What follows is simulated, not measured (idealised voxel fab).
You're looking at the process module voxel wiring stack.
This is section cut - it's 300 nm across, gridded in 5 nm square cells.
Cross-section = grid of square cells, listed top down in bands; band = one or more rows.
Basically the band line says how high the top is and how high the bottom is, in nm, and then what's in it from left to right, every material with its width in nm. Empty space shows up as "air", and if a single material carries "all across" it runs the full band edge to edge.
Basically, 0 is our baseline, since under it the wafer straight out of the box is all one material. The bottom band has no lower end and keeps on going down, so it looks like "0 nm and below".
Width "30->40": first value at the band's top row of cells, second value at its bottom row, equal change from row to row.
When a step is marked "no alterations made", none of the cells in the cross-section changed during that step.
Under "Enclosed cavities" you'll find the enclosed gaps, the ones with no way out to the top, that are 8 cells or bigger; each reads width x height at distance, with distance counted from the left edge, everything in nm.
On each step's line, the part that comes after the settings is the simulator's own comment on the step.
You can add "overlay nm" to a step's line. For a step with a mask, it describes how far the mask lay to the right of its planned position, and a negative number describes a lay to the left.
## Planned process steps
- 1: RECEIVE | material Si
- 2: CONFORMAL_DEP | material SiO2 | thk nm 10
- 3: DIRECTIONAL_DEP | material TiN | thk nm 5
- 4: DIRECTIONAL_DEP | material W | thk nm 25
- 5: MASKED_ETCH | tone cover | mask id METAL_1 | width nm 25 | pitch nm 45 | etch materials W | depth nm 25 | overlay nm 0
- 6: MASKED_ETCH | tone cover | mask id METAL_1 | width nm 25 | pitch nm 45 | etch materials TiN | depth nm 5 | overlay nm 0
- 7: FILL_DEP | material lowk | thk nm 10
- 8: CMP | height nm 40
- 9: CONFORMAL_DEP | material SiCN | thk nm 5
- 10: DIRECTIONAL_DEP | material lowk | thk nm 20
- 11: MASKED_ETCH | tone open | mask id PLUG_1 | width nm 15 | pitch nm 45 | etch materials lowk | depth nm 20 | overlay nm 0
- 12: MASKED_ETCH | tone open | mask id PLUG_1 | width nm 15 | pitch nm 45 | etch materials SiCN | depth nm 5 | overlay nm 0
- 13: CONFORMAL_DEP | material TiN | thk nm 5
- 14: FILL_DEP | material W | thk nm 5
- 15: CMP | height nm 65
- 16: CONFORMAL_DEP | material SiN | thk nm 5
- 17: DIRECTIONAL_DEP | material SiO2 | thk nm 20
- 18: DIRECTIONAL_DEP | material aC | thk nm 10
- 19: PATTERN | tone open | mask id METAL_2 | material resist | width nm 25 | pitch nm 45 | thk nm 25 | overlay nm 0
- 20: DIRECTIONAL_ETCH | etch materials aC | depth nm 10
- 21: STRIP | etch materials resist
- 22: DIRECTIONAL_ETCH | etch materials SiO2 | depth nm 20
- 23: DIRECTIONAL_ETCH | etch materials SiN | depth nm 5
- 24: STRIP | etch materials aC
- 25: CONFORMAL_DEP | material TiN | thk nm 5
- 26: FILL_DEP | material Cu | thk nm 5
- 27: CMP | height nm 90
- 28: CONFORMAL_DEP | material SiN | thk nm 5
## Run as planned: first of two wafers
## As-received wafer cross-section (after step 1)
* 0 nm and below | Si all across
* Enclosed cavities: none
## After step 2, in cross-section
* 10 nm to 0 nm | SiO2 all across
* Unchanged below 0.
## After step 3, in cross-section
* 15 nm to 10 nm | TiN all across
* Unchanged below 10.
## After step 4, in cross-section
* 40 nm to 15 nm | W all across
* Unchanged below 15.
## After step 5, in cross-section
* 40 nm to 15 nm | air: 115, then W: 25, then air: 20, then W: 25, then air: 115
* Unchanged below 15.
## After step 6, in cross-section
* 40 nm to 15 nm | air: 115, then W: 25, then air: 20, then W: 25, then air: 115
* 15 nm to 10 nm | air: 115, then TiN: 25, then air: 20, then TiN: 25, then air: 115
* Unchanged below 10.
## After step 7, in cross-section
* 50 nm to 40 nm | lowk all across
* 40 nm to 15 nm | lowk: 115, then W: 25, then lowk: 20, then W: 25, then lowk: 115
* 15 nm to 10 nm | lowk: 115, then TiN: 25, then lowk: 20, then TiN: 25, then lowk: 115
* Unchanged below 10.
## After step 8, in cross-section
* 40 nm to 15 nm | lowk: 115, then W: 25, then lowk: 20, then W: 25, then lowk: 115
* Unchanged below 15.
## After step 9, in cross-section
* 45 nm to 40 nm | SiCN all across
* Unchanged below 40.
## After step 10, in cross-section
* 65 nm to 45 nm | lowk all across
* Unchanged below 45.
## After step 11, in cross-section
* 65 nm to 45 nm | lowk: 115, then air: 15, then lowk: 30, then air: 15, then lowk: 125
* Unchanged below 45.
## After step 12, in cross-section
* 65 nm to 45 nm | lowk: 115, then air: 15, then lowk: 30, then air: 15, then lowk: 125
* 45 nm to 40 nm | SiCN: 115, then air: 15, then SiCN: 30, then air: 15, then SiCN: 125
* Unchanged below 40.
## After step 13, in cross-section
* 70 nm to 65 nm | TiN: 120, then air: 5, then TiN: 40, then air: 5, then TiN: 130
* 65 nm to 45 nm | lowk: 115, then TiN: 5, then air: 5, then TiN: 5, then lowk: 30, then TiN: 5, then air: 5, then TiN: 5, then lowk: 125
* 45 nm to 40 nm | SiCN: 115, then TiN: 15, then SiCN: 30, then TiN: 15, then SiCN: 125
* Unchanged below 40.
## After step 14, in cross-section
* 75 nm to 70 nm | W all across
* 70 nm to 65 nm | TiN: 120, then W: 5, then TiN: 40, then W: 5, then TiN: 130
* 65 nm to 45 nm | lowk: 115, then TiN: 5, then W: 5, then TiN: 5, then lowk: 30, then TiN: 5, then W: 5, then TiN: 5, then lowk: 125
* Unchanged below 45.
## After step 15, in cross-section
* 65 nm to 45 nm | lowk: 115, then TiN: 5, then W: 5, then TiN: 5, then lowk: 30, then TiN: 5, then W: 5, then TiN: 5, then lowk: 125
* Unchanged below 45.
## After step 16, in cross-section
* 70 nm to 65 nm | SiN all across
* Unchanged below 65.
## After step 17, in cross-section
* 90 nm to 70 nm | SiO2 all across
* Unchanged below 70.
## After step 18, in cross-section
* 100 nm to 90 nm | aC all across
* Unchanged below 90.
## After step 19, in cross-section
* 125 nm to 100 nm | resist: 115, then air: 25, then resist: 20, then air: 25, then resist: 115
* Unchanged below 100.
## After step 20, in cross-section
* 115 nm to 100 nm | resist: 115, then air: 25, then resist: 20, then air: 25, then resist: 115
* 100 nm to 90 nm | aC: 115, then air: 25, then aC: 20, then air: 25, then aC: 115
* Unchanged below 90.
## After step 21, in cross-section
* 100 nm to 90 nm | aC: 115, then air: 25, then aC: 20, then air: 25, then aC: 115
* Unchanged below 90.
## After step 22, in cross-section
* 100 nm to 90 nm | aC: 115, then air: 25, then aC: 20, then air: 25, then aC: 115
* 90 nm to 70 nm | SiO2: 115, then air: 25, then SiO2: 20, then air: 25, then SiO2: 115
* Unchanged below 70.
## After step 23, in cross-section
* 100 nm to 90 nm | aC: 115, then air: 25, then aC: 20, then air: 25, then aC: 115
* 90 nm to 70 nm | SiO2: 115, then air: 25, then SiO2: 20, then air: 25, then SiO2: 115
* 70 nm to 65 nm | SiN: 115, then air: 25, then SiN: 20, then air: 25, then SiN: 115
* Unchanged below 65.
## After step 24, in cross-section
* 90 nm to 70 nm | SiO2: 115, then air: 25, then SiO2: 20, then air: 25, then SiO2: 115
* Unchanged below 70.
## After step 25, in cross-section
* 95 nm to 90 nm | TiN: 120, then air: 15, then TiN: 30, then air: 15, then TiN: 120
* 90 nm to 70 nm | SiO2: 115, then TiN: 5, then air: 15, then TiN: 5, then SiO2: 20, then TiN: 5, then air: 15, then TiN: 5, then SiO2: 115
* 70 nm to 65 nm | SiN: 115, then TiN: 25, then SiN: 20, then TiN: 25, then SiN: 115
* Unchanged below 65.
## After step 26, in cross-section
* 100 nm to 95 nm | Cu all across
* 95 nm to 90 nm | TiN: 120, then Cu: 15, then TiN: 30, then Cu: 15, then TiN: 120
* 90 nm to 70 nm | SiO2: 115, then TiN: 5, then Cu: 15, then TiN: 5, then SiO2: 20, then TiN: 5, then Cu: 15, then TiN: 5, then SiO2: 115
* Unchanged below 70.
## After step 27, in cross-section
* 90 nm to 70 nm | SiO2: 115, then TiN: 5, then Cu: 15, then TiN: 5, then SiO2: 20, then TiN: 5, then Cu: 15, then TiN: 5, then SiO2: 115
* Unchanged below 70.
## After step 28, in cross-section
* 95 nm to 90 nm | SiN all across
* Unchanged below 90.
## Regarding the second of the two wafers: it shared the first wafer's starting condition and process plan, yet one error occurred during its execution. Its history coincides with that of the first wafer up to and including step 1
## Cross-section of the second wafer when, according to plan, step 2 should have finished
* 5 nm to 0 nm | TiN all across
* Unchanged below 0.
## Cross-section of the second wafer when, according to plan, step 3 should have finished
* 15 nm to 5 nm | SiO2 all across
* Unchanged below 5.
## Cross-section of the second wafer when, according to plan, step 4 should have finished
* 40 nm to 15 nm | W all across
* Unchanged below 15.
## Cross-section of the second wafer when, according to plan, step 5 should have finished
* 40 nm to 15 nm | air: 115, then W: 25, then air: 20, then W: 25, then air: 115
* Unchanged below 15.
Cross-section of the second wafer when, according to plan, step 6 should have finished: no alterations made
## Cross-section of the second wafer when, according to plan, step 7 should have finished
* 50 nm to 40 nm | lowk all across
* 40 nm to 15 nm | lowk: 115, then W: 25, then lowk: 20, then W: 25, then lowk: 115
* Unchanged below 15.
## Cross-section of the second wafer when, according to plan, step 8 should have finished
* 40 nm to 15 nm | lowk: 115, then W: 25, then lowk: 20, then W: 25, then lowk: 115
* Unchanged below 15.
## Cross-section of the second wafer when, according to plan, step 9 should have finished
* 45 nm to 40 nm | SiCN all across
* Unchanged below 40.
## Cross-section of the second wafer when, according to plan, step 10 should have finished
* 65 nm to 45 nm | lowk all across
* Unchanged below 45.
## Cross-section of the second wafer when, according to plan, step 11 should have finished
* 65 nm to 45 nm | lowk: 115, then air: 15, then lowk: 30, then air: 15, then lowk: 125
* Unchanged below 45.
## Cross-section of the second wafer when, according to plan, step 12 should have finished
* 65 nm to 45 nm | lowk: 115, then air: 15, then lowk: 30, then air: 15, then lowk: 125
* 45 nm to 40 nm | SiCN: 115, then air: 15, then SiCN: 30, then air: 15, then SiCN: 125
* Unchanged below 40.
## Cross-section of the second wafer when, according to plan, step 13 should have finished
* 70 nm to 65 nm | TiN: 120, then air: 5, then TiN: 40, then air: 5, then TiN: 130
* 65 nm to 45 nm | lowk: 115, then TiN: 5, then air: 5, then TiN: 5, then lowk: 30, then TiN: 5, then air: 5, then TiN: 5, then lowk: 125
* 45 nm to 40 nm | SiCN: 115, then TiN: 15, then SiCN: 30, then TiN: 15, then SiCN: 125
* Unchanged below 40.
## Cross-section of the second wafer when, according to plan, step 14 should have finished
* 75 nm to 70 nm | W all across
* 70 nm to 65 nm | TiN: 120, then W: 5, then TiN: 40, then W: 5, then TiN: 130
* 65 nm to 45 nm | lowk: 115, then TiN: 5, then W: 5, then TiN: 5, then lowk: 30, then TiN: 5, then W: 5, then TiN: 5, then lowk: 125
* Unchanged below 45.
## Cross-section of the second wafer when, according to plan, step 15 should have finished
* 65 nm to 45 nm | lowk: 115, then TiN: 5, then W: 5, then TiN: 5, then lowk: 30, then TiN: 5, then W: 5, then TiN: 5, then lowk: 125
* Unchanged below 45.
## Cross-section of the second wafer when, according to plan, step 16 should have finished
* 70 nm to 65 nm | SiN all across
* Unchanged below 65.
## Cross-section of the second wafer when, according to plan, step 17 should have finished
* 90 nm to 70 nm | SiO2 all across
* Unchanged below 70.
## Cross-section of the second wafer when, according to plan, step 18 should have finished
* 100 nm to 90 nm | aC all across
* Unchanged below 90.
## Cross-section of the second wafer when, according to plan, step 19 should have finished
* 125 nm to 100 nm | resist: 115, then air: 25, then resist: 20, then air: 25, then resist: 115
* Unchanged below 100.
## Cross-section of the second wafer when, according to plan, step 20 should have finished
* 115 nm to 100 nm | resist: 115, then air: 25, then resist: 20, then air: 25, then resist: 115
* 100 nm to 90 nm | aC: 115, then air: 25, then aC: 20, then air: 25, then aC: 115
* Unchanged below 90.
## Cross-section of the second wafer when, according to plan, step 21 should have finished
* 100 nm to 90 nm | aC: 115, then air: 25, then aC: 20, then air: 25, then aC: 115
* Unchanged below 90.
## Cross-section of the second wafer when, according to plan, step 22 should have finished
* 100 nm to 90 nm | aC: 115, then air: 25, then aC: 20, then air: 25, then aC: 115
* 90 nm to 70 nm | SiO2: 115, then air: 25, then SiO2: 20, then air: 25, then SiO2: 115
* Unchanged below 70.
## Cross-section of the second wafer when, according to plan, step 23 should have finished
* 100 nm to 90 nm | aC: 115, then air: 25, then aC: 20, then air: 25, then aC: 115
* 90 nm to 70 nm | SiO2: 115, then air: 25, then SiO2: 20, then air: 25, then SiO2: 115
* 70 nm to 65 nm | SiN: 115, then air: 25, then SiN: 20, then air: 25, then SiN: 115
* Unchanged below 65.
## Cross-section of the second wafer when, according to plan, step 24 should have finished
* 90 nm to 70 nm | SiO2: 115, then air: 25, then SiO2: 20, then air: 25, then SiO2: 115
* Unchanged below 70.
## Cross-section of the second wafer when, according to plan, step 25 should have finished
* 95 nm to 90 nm | TiN: 120, then air: 15, then TiN: 30, then air: 15, then TiN: 120
* 90 nm to 70 nm | SiO2: 115, then TiN: 5, then air: 15, then TiN: 5, then SiO2: 20, then TiN: 5, then air: 15, then TiN: 5, then SiO2: 115
* 70 nm to 65 nm | SiN: 115, then TiN: 25, then SiN: 20, then TiN: 25, then SiN: 115
* Unchanged below 65.
## Cross-section of the second wafer when, according to plan, step 26 should have finished
* 100 nm to 95 nm | Cu all across
* 95 nm to 90 nm | TiN: 120, then Cu: 15, then TiN: 30, then Cu: 15, then TiN: 120
* 90 nm to 70 nm | SiO2: 115, then TiN: 5, then Cu: 15, then TiN: 5, then SiO2: 20, then TiN: 5, then Cu: 15, then TiN: 5, then SiO2: 115
* Unchanged below 70.
## Cross-section of the second wafer when, according to plan, step 27 should have finished
* 90 nm to 70 nm | SiO2: 115, then TiN: 5, then Cu: 15, then TiN: 5, then SiO2: 20, then TiN: 5, then Cu: 15, then TiN: 5, then SiO2: 115
* Unchanged below 70.
## Cross-section of the second wafer when, according to plan, step 28 should have finished
* 95 nm to 90 nm | SiN all across
* Unchanged below 90.
Run error: steps 2 and 3 of the plan were run in the wrong order, each in the other's place
at the end the second wafer has, in cells: +50 TiN, -50 lowk
